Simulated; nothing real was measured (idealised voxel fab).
process module | voxel transistor to metal
cross-section cut | 150 nm wide | cells 5 nm
A cross-section is a grid of square cells, given in bands from the top down. A band is one or more rows of cells.
Each band's line starts with the height of the band's top and of its bottom, in nm. Then come its materials from left to right, each with its width in nm. One material with "throughout" fills the band from edge to edge. "air" is empty space.
Height 0 is the level under which the wafer as received is all one material. The lowest band goes on downwards, as in "0 down".
A width such as "30 to 40" changes by the same amount from each row of cells to the next, from the band's top row to its bottom row.
"no change" after a step means that no cell of the cross-section changed.
closed voids: empty space of 8 cells or more with no open way to the top, each as width x height at its distance from the left edge, in nm
after a step's settings: what the simulator itself notes on the step
overlay nm, on a step with a mask: how far to the right of its planned place the mask lay; to the left if negative
Each pair below shows a cross-section before one step and the cross-section after it, down to the lowest band that changed. The line under each pair gives the step between them, with its settings. The pairs can come from different runs of this module on the same starting wafer, so a pair continues from the pair above only where its "before" says so.
before
  55 to 50: TiN 35 | air 20 | TiN 40 | air 20 | TiN 35
  50 to 40: SiO2 30 | TiN 5 | air 20 | TiN 5 | SiO2 30 | TiN 5 | air 20 | TiN 5 | SiO2 30
  40 to 35: SiO2 30 | TiN 5 | air 15 | TiN 10 | SiO2 30 | TiN 10 | air 15 | TiN 5 | SiO2 30
  35 to 20: SiO2 30 | TiN 5 | air 15 | TiN 5 | SiN 10 | SiCN 20 | SiN 10 | TiN 5 | air 15 | TiN 5 | SiO2 30
  20 to 15: SiO2 30 | TiN 5 | air 15 | TiN 5 | SiN 10 | polySi 20 | SiN 10 | TiN 5 | air 15 | TiN 5 | SiO2 30
  15 to 10: SiO2 30 | TiN 25 | SiN 10 | polySi 20 | SiN 10 | TiN 25 | SiO2 30
  10 to 5: SiO2 30 | TiN 10 | nSi 15 | SiN 10 | polySi 20 | SiN 10 | nSi 15 | TiN 10 | SiO2 30
  5 to 0: SiO2 20 | SiN 10 | nSi 25 | SiN 10 | polySi 20 | SiN 10 | nSi 25 | SiN 10 | SiO2 20
  0 to -5: SiO2 20 | SiN 10 | nSi 25 | SiO2 40 | nSi 25 | SiN 10 | SiO2 20
  -5 to -10: SiO2 35 | nSi 20 | Si 40 | nSi 20 | SiO2 35
  -10 to -20: SiO2 30 | Si 5 | nSi 20 | Si 40 | nSi 20 | Si 5 | SiO2 30
  -20 to -30: SiO2 30 | Si 90 | SiO2 30
  -30 down: Si throughout
  closed voids: none
after
  65 to 55: W throughout
  55 to 50: TiN 35 | W 20 | TiN 40 | W 20 | TiN 35
  50 to 40: SiO2 30 | TiN 5 | W 20 | TiN 5 | SiO2 30 | TiN 5 | W 20 | TiN 5 | SiO2 30
  40 to 35: SiO2 30 | TiN 5 | W 15 | TiN 10 | SiO2 30 | TiN 10 | W 15 | TiN 5 | SiO2 30
  35 to 20: SiO2 30 | TiN 5 | W 15 | TiN 5 | SiN 10 | SiCN 20 | SiN 10 | TiN 5 | W 15 | TiN 5 | SiO2 30
  20 to 15: SiO2 30 | TiN 5 | W 15 | TiN 5 | SiN 10 | polySi 20 | SiN 10 | TiN 5 | W 15 | TiN 5 | SiO2 30
  below 15: unchanged
  closed voids: none
the step between: op FILL_DEP | material W | thk nm 10
before: the cross-section after the pair above
after
  50 to 40: SiO2 30 | TiN 5 | W 20 | TiN 5 | SiO2 30 | TiN 5 | W 20 | TiN 5 | SiO2 30
  below 40: unchanged
  closed voids: none
the step between: op CMP | height nm 50
before: the cross-section after the pair above
after
  55 to 50: SiN throughout
  below 50: unchanged
  closed voids: none
the step between: op CONFORMAL_DEP | material SiN | thk nm 5
before: the cross-section after the pair above
after
  70 to 55: SiO2 throughout
  below 55: unchanged
  closed voids: none
the step between: op DIRECTIONAL_DEP | material SiO2 | thk nm 15
before: the cross-section after the pair above
after
  70 to 55: SiO2 30 | air 15 | SiO2 60 | air 15 | SiO2 30
  below 55: unchanged
  closed voids: none
the step between: op MASKED_ETCH | tone open | mask id METAL_1 | width nm 15 | pitch nm 75 | etch materials SiO2 | depth nm 15 | overlay nm 0
before: the cross-section after the pair above
after
  70 to 55: SiO2 30 | air 15 | SiO2 60 | air 15 | SiO2 30
  55 to 50: SiN 30 | air 15 | SiN 60 | air 15 | SiN 30
  below 50: unchanged
  closed voids: none
the step between: op MASKED_ETCH | tone open | mask id METAL_1 | width nm 15 | pitch nm 75 | etch materials SiN | depth nm 5 | overlay nm 0
before: the cross-section after the pair above
after
  75 to 70: TiN 35 | air 5 | TiN 70 | air 5 | TiN 35
  70 to 55: SiO2 30 | TiN 5 | air 5 | TiN 5 | SiO2 60 | TiN 5 | air 5 | TiN 5 | SiO2 30
  55 to 50: SiN 30 | TiN 15 | SiN 60 | TiN 15 | SiN 30
  below 50: unchanged
  closed voids: none
the step between: op CONFORMAL_DEP | material TiN | thk nm 5
before: the cross-section after the pair above
after
  85 to 75: Cu throughout
  75 to 70: TiN 35 | Cu 5 | TiN 70 | Cu 5 | TiN 35
  70 to 55: SiO2 30 | TiN 5 | Cu 5 | TiN 5 | SiO2 60 | TiN 5 | Cu 5 | TiN 5 | SiO2 30
  below 55: unchanged
  closed voids: none
the step between: op FILL_DEP | material Cu | thk nm 10
before: the cross-section after the pair above
after
  70 to 55: SiO2 30 | TiN 5 | Cu 5 | TiN 5 | SiO2 60 | TiN 5 | Cu 5 | TiN 5 | SiO2 30
  below 55: unchanged
  closed voids: none
the step between: op CMP | height nm 70
before: the cross-section after the pair above
after
  75 to 70: SiCN throughout
  below 70: unchanged
  closed voids: none
the step between: op CONFORMAL_DEP | material SiCN | thk nm 5
before: the cross-section after the pair above
after
  110 to 75: SiO2 throughout
  below 75: unchanged
  closed voids: none
the step between: op DIRECTIONAL_DEP | material SiO2 | thk nm 35
before: the cross-section after the pair above
after
  130 to 110: resist 30 | air 15 | resist 60 | air 15 | resist 30
  below 110: unchanged
  closed voids: none
the step between: op PATTERN | tone open | mask id METAL_2 | material resist | width nm 15 | pitch nm 75 | thk nm 20 | overlay nm 0
before: the cross-section after the pair above
after
  130 to 110: resist 30 | air 15 | resist 60 | air 15 | resist 30
  110 to 90: SiO2 30 | air 15 | SiO2 60 | air 15 | SiO2 30
  below 90: unchanged
  closed voids: none
the step between: op DIRECTIONAL_ETCH | etch materials SiO2 | depth nm 20
before: the cross-section after the pair above
after
  110 to 90: SiO2 30 | air 15 | SiO2 60 | air 15 | SiO2 30
  below 90: unchanged
  closed voids: none
the step between: op STRIP | etch materials resist
before: the cross-section after the pair above
after
  125 to 110: aC 30 | air 15 | aC 60 | air 15 | aC 30
  110 to 105: SiO2 30 | air 15 | SiO2 60 | air 15 | SiO2 30
  105 to 90: SiO2 30 | aC 15 | SiO2 60 | aC 15 | SiO2 30
  below 90: unchanged
  closed voids: none
the step between: op DIRECTIONAL_DEP | material aC | thk nm 15
before: the cross-section after the pair above
after
  155 to 125: resist 30 | air 15 | resist 60 | air 15 | resist 30
  below 125: unchanged
  closed voids: none
the step between: op PATTERN | tone open | mask id METAL_2_HOLES | material resist | width nm 15 | pitch nm 75 | thk nm 30 | overlay nm 0
before: the cross-section after the pair above
after
  140 to 125: resist 30 | air 15 | resist 60 | air 15 | resist 30
  125 to 110: aC 30 | air 15 | aC 60 | air 15 | aC 30
  110 to 90: SiO2 30 | air 15 | SiO2 60 | air 15 | SiO2 30
  below 90: unchanged
  closed voids: none
the step between: op DIRECTIONAL_ETCH | etch materials aC | depth nm 15
before: the cross-section after the pair above
after
  125 to 110: aC 30 | air 15 | aC 60 | air 15 | aC 30
  below 110: unchanged
  closed voids: none
the step between: op STRIP | etch materials resist
before: the cross-section after the pair above
after
  125 to 110: aC 30 | air 15 | aC 60 | air 15 | aC 30
  110 to 75: SiO2 30 | air 15 | SiO2 60 | air 15 | SiO2 30
  below 75: unchanged
  closed voids: none
the step between: op DIRECTIONAL_ETCH | etch materials SiO2 | depth nm 15
before: the cross-section after the pair above
after
  125 to 110: aC 30 | air 15 | aC 60 | air 15 | aC 30
  110 to 75: SiO2 30 | air 15 | SiO2 60 | air 15 | SiO2 30
  75 to 70: SiCN 30 | air 15 | SiCN 60 | air 15 | SiCN 30
  below 70: unchanged
  closed voids: none
the step between: op DIRECTIONAL_ETCH | etch materials SiCN | depth nm 5
before: the cross-section after the pair above
after
  110 to 75: SiO2 30 | air 15 | SiO2 60 | air 15 | SiO2 30
  below 75: unchanged
  closed voids: none
the step between: op STRIP | etch materials aC
before: the cross-section after the pair above
after
  115 to 110: TiN 35 | air 5 | TiN 70 | air 5 | TiN 35
  110 to 75: SiO2 30 | TiN 5 | air 5 | TiN 5 | SiO2 60 | TiN 5 | air 5 | TiN 5 | SiO2 30
  75 to 70: SiCN 30 | TiN 15 | SiCN 60 | TiN 15 | SiCN 30
  below 70: unchanged
  closed voids: none
the step between: op CONFORMAL_DEP | material TiN | thk nm 5
before: the cross-section after the pair above
after
  120 to 115: Cu throughout
  115 to 110: TiN 35 | Cu 5 | TiN 70 | Cu 5 | TiN 35
  110 to 75: SiO2 30 | TiN 5 | Cu 5 | TiN 5 | SiO2 60 | TiN 5 | Cu 5 | TiN 5 | SiO2 30
  below 75: unchanged
  closed voids: none
the step between: op FILL_DEP | material Cu | thk nm 5
before: the cross-section after the pair above
after
  110 to 75: SiO2 30 | TiN 5 | Cu 5 | TiN 5 | SiO2 60 | TiN 5 | Cu 5 | TiN 5 | SiO2 30
  below 75: unchanged
  closed voids: none
the step between: op CMP | height nm 110
before: the cross-section after the pair above
after
  115 to 110: SiN throughout
  below 110: unchanged
  closed voids: none
the step between: op CONFORMAL_DEP | material SiN | thk nm 5
before
  35 to 20: air 55 | SiN 10 | SiCN 20 | SiN 10 | air 55
  20 to 10: air 55 | SiN 10 | polySi 20 | SiN 10 | air 55
  10 to 5: air 40 | nSi 15 | SiN 10 | polySi 20 | SiN 10 | nSi 15 | air 40
  5 to 0: air 20 | SiN 10 | air 10 | nSi 15 | SiN 10 | polySi 20 | SiN 10 | nSi 15 | air 10 | SiN 10 | air 20
  0 to -5: SiO2 30 | air 10 | nSi 15 | SiO2 40 | nSi 15 | air 10 | SiO2 30
  -5 to -20: SiO2 30 | nSi 25 | Si 40 | nSi 25 | SiO2 30
  -20 to -30: SiO2 30 | Si 90 | SiO2 30
  -30 down: Si throughout
  closed voids: none
after
  35 to 25: air 55 | SiN 10 | SiCN 20 | SiN 10 | air 55
  25 to 20: air 25 | nSi 30 | SiN 10 | SiCN 20 | SiN 10 | nSi 30 | air 25
  20 to 5: air 25 | nSi 30 | SiN 10 | polySi 20 | SiN 10 | nSi 30 | air 25
  5 to 0: air 20 | SiN 10 | nSi 25 | SiN 10 | polySi 20 | SiN 10 | nSi 25 | SiN 10 | air 20
  0 to -5: SiO2 30 | nSi 25 | SiO2 40 | nSi 25 | SiO2 30
  below -5: unchanged
  closed voids: none
the step between: op EPI | material nSi | thk nm 15
before: the cross-section after the pair above
after
  40 to 35: SiO2 throughout
  35 to 25: SiO2 55 | SiN 10 | SiCN 20 | SiN 10 | SiO2 55
  25 to 20: SiO2 25 | nSi 30 | SiN 10 | SiCN 20 | SiN 10 | nSi 30 | SiO2 25
  20 to 5: SiO2 25 | nSi 30 | SiN 10 | polySi 20 | SiN 10 | nSi 30 | SiO2 25
  5 to 0: SiO2 20 | SiN 10 | nSi 25 | SiN 10 | polySi 20 | SiN 10 | nSi 25 | SiN 10 | SiO2 20
  below 0: unchanged
  closed voids: none
the step between: op FILL_DEP | material SiO2 | thk nm 5
before: the cross-section after the pair above
after
  35 to 25: SiO2 55 | SiN 10 | SiCN 20 | SiN 10 | SiO2 55
  below 25: unchanged
  closed voids: none
the step between: op CMP | height nm 35
before: the cross-section after the pair above
after
  50 to 35: SiO2 throughout
  below 35: unchanged
  closed voids: none
the step between: op DIRECTIONAL_DEP | material SiO2 | thk nm 15
before: the cross-section after the pair above
after
  50 to 35: SiO2 30 | air 30 | SiO2 30 | air 30 | SiO2 30
  35 to 25: SiO2 30 | air 25 | SiN 10 | SiCN 20 | SiN 10 | air 25 | SiO2 30
  below 25: unchanged
  closed voids: none
the step between: op MASKED_ETCH | tone open | mask id CONTACT | width nm 30 | pitch nm 60 | etch materials SiO2 | depth nm 55 | overlay nm 0
before: the cross-section after the pair above
after
  55 to 50: TiN 35 | air 20 | TiN 40 | air 20 | TiN 35
  50 to 40: SiO2 30 | TiN 5 | air 20 | TiN 5 | SiO2 30 | TiN 5 | air 20 | TiN 5 | SiO2 30
  40 to 35: SiO2 30 | TiN 5 | air 15 | TiN 10 | SiO2 30 | TiN 10 | air 15 | TiN 5 | SiO2 30
  35 to 30: SiO2 30 | TiN 5 | air 15 | TiN 5 | SiN 10 | SiCN 20 | SiN 10 | TiN 5 | air 15 | TiN 5 | SiO2 30
  30 to 25: SiO2 30 | TiN 25 | SiN 10 | SiCN 20 | SiN 10 | TiN 25 | SiO2 30
  below 25: unchanged
  closed voids: none
the step between: op CONFORMAL_DEP | material TiN | thk nm 5
before: the cross-section after the pair above
after
  65 to 55: W throughout
  55 to 50: TiN 35 | W 20 | TiN 40 | W 20 | TiN 35
  50 to 40: SiO2 30 | TiN 5 | W 20 | TiN 5 | SiO2 30 | TiN 5 | W 20 | TiN 5 | SiO2 30
  40 to 35: SiO2 30 | TiN 5 | W 15 | TiN 10 | SiO2 30 | TiN 10 | W 15 | TiN 5 | SiO2 30
  35 to 30: SiO2 30 | TiN 5 | W 15 | TiN 5 | SiN 10 | SiCN 20 | SiN 10 | TiN 5 | W 15 | TiN 5 | SiO2 30
  below 30: unchanged
  closed voids: none
the step between: op FILL_DEP | material W | thk nm 10
before: the cross-section after the pair above
after
  50 to 40: SiO2 30 | TiN 5 | W 20 | TiN 5 | SiO2 30 | TiN 5 | W 20 | TiN 5 | SiO2 30
  below 40: unchanged
  closed voids: none
the step between: op CMP | height nm 50
before: the cross-section after the pair above
after
  55 to 50: SiN throughout
  below 50: unchanged
  closed voids: none
the step between: op CONFORMAL_DEP | material SiN | thk nm 5
before: the cross-section after the pair above
after
  70 to 55: SiO2 throughout
  below 55: unchanged
  closed voids: none
the step between: op DIRECTIONAL_DEP | material SiO2 | thk nm 15
before: the cross-section after the pair above
after
  70 to 55: SiO2 30 | air 15 | SiO2 60 | air 15 | SiO2 30
  below 55: unchanged
  closed voids: none
the step between: op MASKED_ETCH | tone open | mask id METAL_1 | width nm 15 | pitch nm 75 | etch materials SiO2 | depth nm 15 | overlay nm 0
before: the cross-section after the pair above
after
  70 to 55: SiO2 30 | air 15 | SiO2 60 | air 15 | SiO2 30
  55 to 50: SiN 30 | air 15 | SiN 60 | air 15 | SiN 30
  below 50: unchanged
  closed voids: none
the step between: op MASKED_ETCH | tone open | mask id METAL_1 | width nm 15 | pitch nm 75 | etch materials SiN | depth nm 5 | overlay nm 0
before: the cross-section after the pair above
after
  75 to 70: TiN 35 | air 5 | TiN 70 | air 5 | TiN 35
  70 to 55: SiO2 30 | TiN 5 | air 5 | TiN 5 | SiO2 60 | TiN 5 | air 5 | TiN 5 | SiO2 30
  55 to 50: SiN 30 | TiN 15 | SiN 60 | TiN 15 | SiN 30
  below 50: unchanged
  closed voids: none
the step between: op CONFORMAL_DEP | material TiN | thk nm 5
before: the cross-section after the pair above
after
  85 to 75: Cu throughout
  75 to 70: TiN 35 | Cu 5 | TiN 70 | Cu 5 | TiN 35
  70 to 55: SiO2 30 | TiN 5 | Cu 5 | TiN 5 | SiO2 60 | TiN 5 | Cu 5 | TiN 5 | SiO2 30
  below 55: unchanged
  closed voids: none
the step between: op FILL_DEP | material Cu | thk nm 10
before: the cross-section after the pair above
after
  70 to 55: SiO2 30 | TiN 5 | Cu 5 | TiN 5 | SiO2 60 | TiN 5 | Cu 5 | TiN 5 | SiO2 30
  below 55: unchanged
  closed voids: none
the step between: op CMP | height nm 70
before: the cross-section after the pair above
after
  75 to 70: SiCN throughout
  below 70: unchanged
  closed voids: none
the step between: op CONFORMAL_DEP | material SiCN | thk nm 5
before: the cross-section after the pair above
after
  110 to 75: SiO2 throughout
  below 75: unchanged
  closed voids: none
the step between: op DIRECTIONAL_DEP | material SiO2 | thk nm 35
before: the cross-section after the pair above
after
  130 to 110: resist 30 | air 15 | resist 60 | air 15 | resist 30
  below 110: unchanged
  closed voids: none
the step between: op PATTERN | tone open | mask id METAL_2 | material resist | width nm 15 | pitch nm 75 | thk nm 20 | overlay nm 0
before: the cross-section after the pair above
after
  130 to 110: resist 30 | air 15 | resist 60 | air 15 | resist 30
  110 to 90: SiO2 30 | air 15 | SiO2 60 | air 15 | SiO2 30
  below 90: unchanged
  closed voids: none
the step between: op DIRECTIONAL_ETCH | etch materials SiO2 | depth nm 20
before: the cross-section after the pair above
after
  110 to 90: SiO2 30 | air 15 | SiO2 60 | air 15 | SiO2 30
  below 90: unchanged
  closed voids: none
the step between: op STRIP | etch materials resist
before: the cross-section after the pair above
after
  125 to 110: aC 30 | air 15 | aC 60 | air 15 | aC 30
  110 to 105: SiO2 30 | air 15 | SiO2 60 | air 15 | SiO2 30
  105 to 90: SiO2 30 | aC 15 | SiO2 60 | aC 15 | SiO2 30
  below 90: unchanged
  closed voids: none
the step between: op DIRECTIONAL_DEP | material aC | thk nm 15
before: the cross-section after the pair above
after
  155 to 125: resist 30 | air 15 | resist 60 | air 15 | resist 30
  below 125: unchanged
  closed voids: none
the step between: op PATTERN | tone open | mask id METAL_2_HOLES | material resist | width nm 15 | pitch nm 75 | thk nm 30 | overlay nm 0
before: the cross-section after the pair above
after
  140 to 125: resist 30 | air 15 | resist 60 | air 15 | resist 30
  125 to 110: aC 30 | air 15 | aC 60 | air 15 | aC 30
  110 to 90: SiO2 30 | air 15 | SiO2 60 | air 15 | SiO2 30
  below 90: unchanged
  closed voids: none
the step between: op DIRECTIONAL_ETCH | etch materials aC | depth nm 15
before: the cross-section after the pair above
after
  125 to 110: aC 30 | air 15 | aC 60 | air 15 | aC 30
  below 110: unchanged
  closed voids: none
the step between: op STRIP | etch materials resist
before: the cross-section after the pair above
after
  125 to 110: aC 30 | air 15 | aC 60 | air 15 | aC 30
  110 to 75: SiO2 30 | air 15 | SiO2 60 | air 15 | SiO2 30
  below 75: unchanged
  closed voids: none
the step between: op DIRECTIONAL_ETCH | etch materials SiO2 | depth nm 15
before: the cross-section after the pair above
after
  125 to 110: aC 30 | air 15 | aC 60 | air 15 | aC 30
  110 to 75: SiO2 30 | air 15 | SiO2 60 | air 15 | SiO2 30
  75 to 70: SiCN 30 | air 15 | SiCN 60 | air 15 | SiCN 30
  below 70: unchanged
  closed voids: none
the step between: op DIRECTIONAL_ETCH | etch materials SiCN | depth nm 5
before: the cross-section after the pair above
after
  110 to 75: SiO2 30 | air 15 | SiO2 60 | air 15 | SiO2 30
  below 75: unchanged
  closed voids: none
the step between: op STRIP | etch materials aC
before: the cross-section after the pair above
after
  115 to 110: TiN 35 | air 5 | TiN 70 | air 5 | TiN 35
  110 to 75: SiO2 30 | TiN 5 | air 5 | TiN 5 | SiO2 60 | TiN 5 | air 5 | TiN 5 | SiO2 30
  75 to 70: SiCN 30 | TiN 15 | SiCN 60 | TiN 15 | SiCN 30
  below 70: unchanged
  closed voids: none
the step between: op CONFORMAL_DEP | material TiN | thk nm 5
before: the cross-section after the pair above
after
  120 to 115: Cu throughout
  115 to 110: TiN 35 | Cu 5 | TiN 70 | Cu 5 | TiN 35
  110 to 75: SiO2 30 | TiN 5 | Cu 5 | TiN 5 | SiO2 60 | TiN 5 | Cu 5 | TiN 5 | SiO2 30
  below 75: unchanged
  closed voids: none
the step between: op FILL_DEP | material Cu | thk nm 5
before: the cross-section after the pair above
after
  110 to 75: SiO2 30 | TiN 5 | Cu 5 | TiN 5 | SiO2 60 | TiN 5 | Cu 5 | TiN 5 | SiO2 30
  below 75: unchanged
  closed voids: none
the step between: op CMP | height nm 110
before: the cross-section after the pair above
after
  115 to 110: SiN throughout
  below 110: unchanged
  closed voids: none
the step between: op CONFORMAL_DEP | material SiN | thk nm 5
before
  70 to 55: SiO2 30 | TiN 5 | Cu 5 | TiN 5 | SiO2 60 | TiN 5 | Cu 5 | TiN 5 | SiO2 30
  55 to 50: SiN 30 | TiN 15 | SiN 60 | TiN 15 | SiN 30
  50 to 40: SiO2 30 | TiN 5 | W 20 | TiN 5 | SiO2 30 | TiN 5 | W 20 | TiN 5 | SiO2 30
  40 to 35: SiO2 30 | TiN 5 | W 15 | TiN 10 | SiO2 30 | TiN 10 | W 15 | TiN 5 | SiO2 30
  35 to 20: SiO2 30 | TiN 5 | W 15 | TiN 5 | SiN 10 | SiCN 20 | SiN 10 | TiN 5 | W 15 | TiN 5 | SiO2 30
  20 to 15: SiO2 30 | TiN 5 | W 15 | TiN 5 | SiN 10 | polySi 20 | SiN 10 | TiN 5 | W 15 | TiN 5 | SiO2 30
  15 to 10: SiO2 30 | TiN 25 | SiN 10 | polySi 20 | SiN 10 | TiN 25 | SiO2 30
  10 to 5: SiO2 30 | TiN 10 | nSi 15 | SiN 10 | polySi 20 | SiN 10 | nSi 15 | TiN 10 | SiO2 30
  5 to 0: SiO2 20 | SiN 10 | TiN 10 | nSi 15 | SiN 10 | polySi 20 | SiN 10 | nSi 15 | TiN 10 | SiN 10 | SiO2 20
  0 to -5: SiO2 30 | TiN 10 | nSi 15 | SiO2 40 | nSi 15 | TiN 10 | SiO2 30
  -5 to -20: SiO2 30 | nSi 25 | Si 40 | nSi 25 | SiO2 30
  -20 to -30: SiO2 30 | Si 90 | SiO2 30
  -30 down: Si throughout
  closed voids: none
after
  105 to 70: SiO2 throughout
  below 70: unchanged
  closed voids: none
the step between: op DIRECTIONAL_DEP | material SiO2 | thk nm 35
before: the cross-section after the pair above
after
  110 to 105: SiCN throughout
  below 105: unchanged
  closed voids: none
the step between: op CONFORMAL_DEP | material SiCN | thk nm 5
before: the cross-section after the pair above
after
  130 to 110: resist 30 | air 15 | resist 60 | air 15 | resist 30
  below 110: unchanged
  closed voids: none
the step between: op PATTERN | tone open | mask id METAL_2 | material resist | width nm 15 | pitch nm 75 | thk nm 20 | overlay nm 0
before: the cross-section after the pair above
after
  110 to 105: SiCN throughout
  below 105: unchanged
  closed voids: none
the step between: op STRIP | etch materials resist
before: the cross-section after the pair above
after
  125 to 110: aC throughout
  below 110: unchanged
  closed voids: none
the step between: op DIRECTIONAL_DEP | material aC | thk nm 15
before: the cross-section after the pair above
after
  155 to 125: resist 30 | air 15 | resist 60 | air 15 | resist 30
  below 125: unchanged
  closed voids: none
the step between: op PATTERN | tone open | mask id METAL_2_HOLES | material resist | width nm 15 | pitch nm 75 | thk nm 30 | overlay nm 0
before: the cross-section after the pair above
after
  140 to 125: resist 30 | air 15 | resist 60 | air 15 | resist 30
  125 to 110: aC 30 | air 15 | aC 60 | air 15 | aC 30
  below 110: unchanged
  closed voids: none
the step between: op DIRECTIONAL_ETCH | etch materials aC | depth nm 15
before: the cross-section after the pair above
after
  125 to 110: aC 30 | air 15 | aC 60 | air 15 | aC 30
  below 110: unchanged
  closed voids: none
the step between: op STRIP | etch materials resist
before: the cross-section after the pair above
after
  125 to 110: aC 30 | air 15 | aC 60 | air 15 | aC 30
  110 to 105: SiCN 30 | air 15 | SiCN 60 | air 15 | SiCN 30
  below 105: unchanged
  closed voids: none
the step between: op DIRECTIONAL_ETCH | etch materials SiCN | depth nm 5
before: the cross-section after the pair above
after
  110 to 105: SiCN 30 | air 15 | SiCN 60 | air 15 | SiCN 30
  below 105: unchanged
  closed voids: none
the step between: op STRIP | etch materials aC
before: the cross-section after the pair above
after
  115 to 110: TiN 35 | air 5 | TiN 70 | air 5 | TiN 35
  110 to 105: SiCN 30 | TiN 15 | SiCN 60 | TiN 15 | SiCN 30
  below 105: unchanged
  closed voids: none
the step between: op CONFORMAL_DEP | material TiN | thk nm 5
before: the cross-section after the pair above
after
  120 to 115: Cu throughout
  115 to 110: TiN 35 | Cu 5 | TiN 70 | Cu 5 | TiN 35
  below 110: unchanged
  closed voids: none
the step between: op FILL_DEP | material Cu | thk nm 5
before: the cross-section after the pair above
after
  110 to 105: SiCN 30 | TiN 15 | SiCN 60 | TiN 15 | SiCN 30
  below 105: unchanged
  closed voids: none
the step between: op CMP | height nm 110
before: the cross-section after the pair above
after
  115 to 110: SiN throughout
  below 110: unchanged
  closed voids: none
the step between: op CONFORMAL_DEP | material SiN | thk nm 5
before
  65 to 55: W throughout
  55 to 50: TiN 35 | W 20 | TiN 40 | W 20 | TiN 35
  50 to 40: SiO2 30 | TiN 5 | W 20 | TiN 5 | SiO2 30 | TiN 5 | W 20 | TiN 5 | SiO2 30
  40 to 35: SiO2 30 | TiN 5 | W 15 | TiN 10 | SiO2 30 | TiN 10 | W 15 | TiN 5 | SiO2 30
  35 to 20: SiO2 30 | TiN 5 | W 15 | TiN 5 | SiN 10 | SiCN 20 | SiN 10 | TiN 5 | W 15 | TiN 5 | SiO2 30
  20 to 15: SiO2 30 | TiN 5 | W 15 | TiN 5 | SiN 10 | polySi 20 | SiN 10 | TiN 5 | W 15 | TiN 5 | SiO2 30
  15 to 10: SiO2 30 | TiN 25 | SiN 10 | polySi 20 | SiN 10 | TiN 25 | SiO2 30
  10 to 5: SiO2 30 | TiN 10 | nSi 15 | SiN 10 | polySi 20 | SiN 10 | nSi 15 | TiN 10 | SiO2 30
  5 to 0: SiO2 20 | SiN 10 | TiN 10 | nSi 15 | SiN 10 | polySi 20 | SiN 10 | nSi 15 | TiN 10 | SiN 10 | SiO2 20
  0 to -5: SiO2 30 | TiN 10 | nSi 15 | SiO2 40 | nSi 15 | TiN 10 | SiO2 30
  -5 to -20: SiO2 30 | nSi 25 | Si 40 | nSi 25 | SiO2 30
  -20 to -30: SiO2 30 | Si 90 | SiO2 30
  -30 down: Si throughout
  closed voids: none
after
  45 to 35: SiO2 30 | TiN 5 | W 20 to 15 | TiN 5 to 10 | SiO2 30 | TiN 5 to 10 | W 20 to 15 | TiN 5 | SiO2 30
  below 35: unchanged
  closed voids: none
the step between: op CMP | height nm 45
before: the cross-section after the pair above
after
  50 to 45: SiN throughout
  below 45: unchanged
  closed voids: none
the step between: op CONFORMAL_DEP | material SiN | thk nm 5
before: the cross-section after the pair above
after
  65 to 50: SiO2 throughout
  below 50: unchanged
  closed voids: none
the step between: op DIRECTIONAL_DEP | material SiO2 | thk nm 15
before: the cross-section after the pair above
after
  65 to 50: SiO2 30 | air 15 | SiO2 60 | air 15 | SiO2 30
  below 50: unchanged
  closed voids: none
the step between: op MASKED_ETCH | tone open | mask id METAL_1 | width nm 15 | pitch nm 75 | etch materials SiO2 | depth nm 15 | overlay nm 0
before: the cross-section after the pair above
after
  65 to 50: SiO2 30 | air 15 | SiO2 60 | air 15 | SiO2 30
  50 to 45: SiN 30 | air 15 | SiN 60 | air 15 | SiN 30
  below 45: unchanged
  closed voids: none
the step between: op MASKED_ETCH | tone open | mask id METAL_1 | width nm 15 | pitch nm 75 | etch materials SiN | depth nm 5 | overlay nm 0
before: the cross-section after the pair above
after
  70 to 65: TiN 35 | air 5 | TiN 70 | air 5 | TiN 35
  65 to 50: SiO2 30 | TiN 5 | air 5 | TiN 5 | SiO2 60 | TiN 5 | air 5 | TiN 5 | SiO2 30
  50 to 45: SiN 30 | TiN 15 | SiN 60 | TiN 15 | SiN 30
  below 45: unchanged
  closed voids: none
the step between: op CONFORMAL_DEP | material TiN | thk nm 5
before: the cross-section after the pair above
after
  80 to 70: Cu throughout
  70 to 65: TiN 35 | Cu 5 | TiN 70 | Cu 5 | TiN 35
  65 to 50: SiO2 30 | TiN 5 | Cu 5 | TiN 5 | SiO2 60 | TiN 5 | Cu 5 | TiN 5 | SiO2 30
  below 50: unchanged
  closed voids: none
the step between: op FILL_DEP | material Cu | thk nm 10
before: the cross-section after the pair above
after
  70 to 65: TiN 35 | Cu 5 | TiN 70 | Cu 5 | TiN 35
  below 65: unchanged
  closed voids: none
the step between: op CMP | height nm 70
before: the cross-section after the pair above
after
  75 to 70: SiCN throughout
  below 70: unchanged
  closed voids: none
the step between: op CONFORMAL_DEP | material SiCN | thk nm 5
before: the cross-section after the pair above
after
  110 to 75: SiO2 throughout
  below 75: unchanged
  closed voids: none
the step between: op DIRECTIONAL_DEP | material SiO2 | thk nm 35
before: the cross-section after the pair above
after
  130 to 110: resist 30 | air 15 | resist 60 | air 15 | resist 30
  below 110: unchanged
  closed voids: none
the step between: op PATTERN | tone open | mask id METAL_2 | material resist | width nm 15 | pitch nm 75 | thk nm 20 | overlay nm 0
before: the cross-section after the pair above
after
  130 to 110: resist 30 | air 15 | resist 60 | air 15 | resist 30
  110 to 90: SiO2 30 | air 15 | SiO2 60 | air 15 | SiO2 30
  below 90: unchanged
  closed voids: none
the step between: op DIRECTIONAL_ETCH | etch materials SiO2 | depth nm 20
before: the cross-section after the pair above
after
  110 to 90: SiO2 30 | air 15 | SiO2 60 | air 15 | SiO2 30
  below 90: unchanged
  closed voids: none
the step between: op STRIP | etch materials resist
before: the cross-section after the pair above
after
  125 to 110: aC 30 | air 15 | aC 60 | air 15 | aC 30
  110 to 105: SiO2 30 | air 15 | SiO2 60 | air 15 | SiO2 30
  105 to 90: SiO2 30 | aC 15 | SiO2 60 | aC 15 | SiO2 30
  below 90: unchanged
  closed voids: none
the step between: op DIRECTIONAL_DEP | material aC | thk nm 15
before: the cross-section after the pair above
after
  155 to 125: resist 30 | air 15 | resist 60 | air 15 | resist 30
  below 125: unchanged
  closed voids: none
the step between: op PATTERN | tone open | mask id METAL_2_HOLES | material resist | width nm 15 | pitch nm 75 | thk nm 30 | overlay nm 0
before: the cross-section after the pair above
after
  140 to 125: resist 30 | air 15 | resist 60 | air 15 | resist 30
  125 to 110: aC 30 | air 15 | aC 60 | air 15 | aC 30
  110 to 90: SiO2 30 | air 15 | SiO2 60 | air 15 | SiO2 30
  below 90: unchanged
  closed voids: none
the step between: op DIRECTIONAL_ETCH | etch materials aC | depth nm 15
before: the cross-section after the pair above
after
  125 to 110: aC 30 | air 15 | aC 60 | air 15 | aC 30
  below 110: unchanged
  closed voids: none
the step between: op STRIP | etch materials resist
before: the cross-section after the pair above
after
  125 to 110: aC 30 | air 15 | aC 60 | air 15 | aC 30
  110 to 75: SiO2 30 | air 15 | SiO2 60 | air 15 | SiO2 30
  below 75: unchanged
  closed voids: none
the step between: op DIRECTIONAL_ETCH | etch materials SiO2 | depth nm 15
